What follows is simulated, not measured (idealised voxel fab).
process module | voxel self aligned vias
This is section cut - it's 290 nm across, gridded in 5 nm square cells.
Bands, listed from the top down, are how a cross-section gets written in this document; the cross-section itself is a grid of square cells, and a band is one or more rows of them.
Top, bottom (nm), then materials left to right with widths (nm); lone material tagged "full width" fills the whole band edge to edge; "empty" = empty space.
Counting heights begins at 0, where everything beneath is, in the wafer as received, one material. The lowest band has no bottom; it goes on downwards, as "z 0 and below" shows.
Width spec "30 to 40" -> top row of cells at first value, bottom row at second value, equal per-row change in between.
"identical to before" means the step left every cell of the cross-section as it was.
In "Completely enclosed voids" the enclosed voids are listed, meaning empty spaces of 8 cells or larger without any opening to the top. The form is width x height at distance, distance from the left edge, units nm.
It should be noted that, on the line of a given step, the content following the step's settings is a remark produced by the simulator itself with respect to that step.
A step's line can hold "overlay nm"; with a mask on that step, the setting says how far right of the planned place the mask lay, while a negative setting says it lay to the left.
### Intended process steps
- 1: RECEIVE [material Si]
- 2: CONFORMAL_DEP [material SiO2] [thk nm 15]
- 3: CONFORMAL_DEP [material SiCN] [thk nm 5]
- 4: DIRECTIONAL_DEP [material SiO2] [thk nm 20]
- 5: PATTERN [tone open] [mask id LINES] [material resist] [width nm 15] [pitch nm 55] [thk nm 15] [overlay nm 0]
- 6: DIRECTIONAL_ETCH [etch materials SiO2] [depth nm 20]
- 7: STRIP [etch materials resist]
- 8: CONFORMAL_DEP [material TiN] [thk nm 5]
- 9: FILL_DEP [material Ru] [thk nm 5]
- 10: CMP [height nm 40]
- 11: SELECTIVE_ETCH [etch materials W Ru TiN] [depth nm 10]
- 12: FILL_DEP [material SiN] [thk nm 10]
- 13: CMP [height nm 40]
- 14: DIRECTIONAL_DEP [material SiO2] [thk nm 15]
- 15: DIRECTIONAL_DEP [material aC] [thk nm 15]
- 16: PATTERN [tone open] [mask id VIAS] [material resist] [width nm 35] [pitch nm 55] [thk nm 35] [overlay nm 0]
- 17: DIRECTIONAL_ETCH [etch materials aC] [depth nm 15]
- 18: STRIP [etch materials resist]
- 19: DIRECTIONAL_ETCH [etch materials SiO2] [depth nm 15]
- 20: DIRECTIONAL_ETCH [etch materials SiN] [depth nm 10]
- 21: STRIP [etch materials aC]
- 22: CONFORMAL_DEP [material TiN] [thk nm 5]
- 23: FILL_DEP [material Ru] [thk nm 5]
- 24: CMP [height nm 55]
- 25: CONFORMAL_DEP [material SiCN] [thk nm 5]
Be aware that, although all wafers share a common starting state, the width nm at step 5 differs among them, and the plan displays the first wafer's value.
### Received wafers, first of several: cross-section after step 1
z 0 and below  Si full width
Completely enclosed voids: none
### Here's the first of several wafers in cross-section, end of the module, after the last step, step 25
z 60 to 55  SiCN full width
z 55 to 45  SiO2 100; TiN 5; Ru 25; TiN 5; SiO2 20; TiN 5; Ru 25; TiN 5; SiO2 100
z 45 to 35  SiO2 100 to 110; TiN 15 to 5; Ru 5; TiN 15 to 5; SiO2 20 to 40; TiN 15 to 5; Ru 5; TiN 15 to 5; SiO2 100 to 110
z 35 to 30  SiO2 110; TiN 15; SiO2 40; TiN 15; SiO2 110
z 30 to 25  SiO2 110; TiN 5; Ru 5; TiN 5; SiO2 40; TiN 5; Ru 5; TiN 5; SiO2 110
z 25 to 20  SiO2 110; TiN 15; SiO2 40; TiN 15; SiO2 110
z 20 to 15  SiCN full width
z 15 to 0  SiO2 full width
z 0 and below  Si full width
Completely enclosed voids: none
### Wafer cross-section (last wafer, module end)
z 60 to 55  SiCN full width
z 55 to 40  SiO2 100; TiN 5; Ru 25; TiN 5; SiO2 20; TiN 5; Ru 25; TiN 5; SiO2 100
z 40 to 35  SiO2 100; TiN 5; Ru 25; TiN 5; SiN 5; SiO2 15; TiN 5; Ru 25; TiN 5; SiN 5; SiO2 95
z 35 to 30  SiO2 100; TiN 35; SiN 5; SiO2 15; TiN 35; SiN 5; SiO2 95
z 30 to 25  SiO2 100; TiN 5; Ru 30; TiN 5; SiO2 15; TiN 5; Ru 30; TiN 5; SiO2 95
z 25 to 20  SiO2 100; TiN 40; SiO2 15; TiN 40; SiO2 95
z 20 to 15  SiCN full width
z 15 to 0  SiO2 full width
z 0 and below  Si full width
Completely enclosed voids: none
### Basically each wafer gets a line in the table, showing it at the end of the module: material by material, the cells it gained (+) or lost (-) since we got it, then its closed voids
width nm 15, +26 Ru, +116 SiCN, +514 SiO2, +40 TiN, Completely enclosed voids: none
width nm 20, +32 Ru, +116 SiCN, +506 SiO2, +42 TiN, Completely enclosed voids: none
width nm 25, +38 Ru, +116 SiCN, +498 SiO2, +44 TiN, Completely enclosed voids: none
width nm 30, +44 Ru, +116 SiCN, +490 SiO2, +46 TiN, Completely enclosed voids: none
width nm 35, +50 Ru, +116 SiCN, +482 SiO2, +48 TiN, Completely enclosed voids: none
width nm 40, +52 Ru, +116 SiCN, +4 SiN, +474 SiO2, +50 TiN, Completely enclosed voids: none
